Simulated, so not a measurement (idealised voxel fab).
process module | voxel fin reveal
cross-section cut | 230 nm wide | cells 5 nm
A cross-section is a grid of square cells, given in bands from the top down. A band is one or more rows of cells.
Each band's line starts with the height of the band's top and of its bottom, in nm. Then come its materials from left to right, each with its width in nm. One material with "throughout" fills the band from edge to edge. "air" is empty space.
Height 0 is the level under which the wafer as received is all one material. The lowest band goes on downwards, as in "0 down".
A width such as "30 to 40" changes by the same amount from each row of cells to the next, from the band's top row to its bottom row.
"no change" after a step means that no cell of the cross-section changed.
closed voids: empty space of 8 cells or more with no open way to the top, each as width x height at its distance from the left edge, in nm
after a step's settings: what the simulator itself notes on the step
overlay nm, on a step with a mask: how far to the right of its planned place the mask lay; to the left if negative
plan
1 op RECEIVE | material Si
2 op CONFORMAL_DEP | material SiN | thk nm 5
3 op MASKED_ETCH | tone cover | mask id FINS | width nm 15 | pitch nm 45 | etch materials SiN | depth nm 10 | overlay nm 0
4 op MASKED_ETCH | tone cover | mask id FINS | width nm 15 | pitch nm 45 | etch materials Si | depth nm 35 | overlay nm 0
5 op OXIDIZE | depth nm 5
6 op FILL_DEP | material SiO2 | thk nm 15
7 op CMP | height nm 10
8 op SELECTIVE_ETCH | etch materials SiO2 | depth nm 25
9 op STRIP | etch materials SiN
10 op CONFORMAL_DEP | material SiO2 | thk nm 5
varied across the wafers: thk nm of step 2. The plan shows the first wafer's value. All wafers start alike
first wafer as received, after step 1
  0 down: Si throughout
  closed voids: none
first wafer at the end, after step 10
  5 to 0: air 85 | SiO2 15 | air 30 | SiO2 15 | air 85
  0 to -10: air 85 | SiO2 5 | Si 5 | SiO2 5 | air 30 | SiO2 5 | Si 5 | SiO2 5 | air 85
  -10 to -40: SiO2 90 | Si 5 | SiO2 40 | Si 5 | SiO2 90
  -40 down: Si throughout
  closed voids: none
last wafer at the end
  5 to 0: SiO2 throughout
  0 down: Si throughout
  closed voids: none
each wafer at the end: cells of each material gained (+) or lost (-) since it was received, then its closed voids
thk nm 5 | -352 Si | +278 SiO2 | closed voids: none
thk nm 10 | -352 Si | +278 SiO2 | closed voids: none
thk nm 15 | +46 SiO2 | closed voids: none
thk nm 20 | +46 SiO2 | closed voids: none
thk nm 25 | +46 SiO2 | closed voids: none
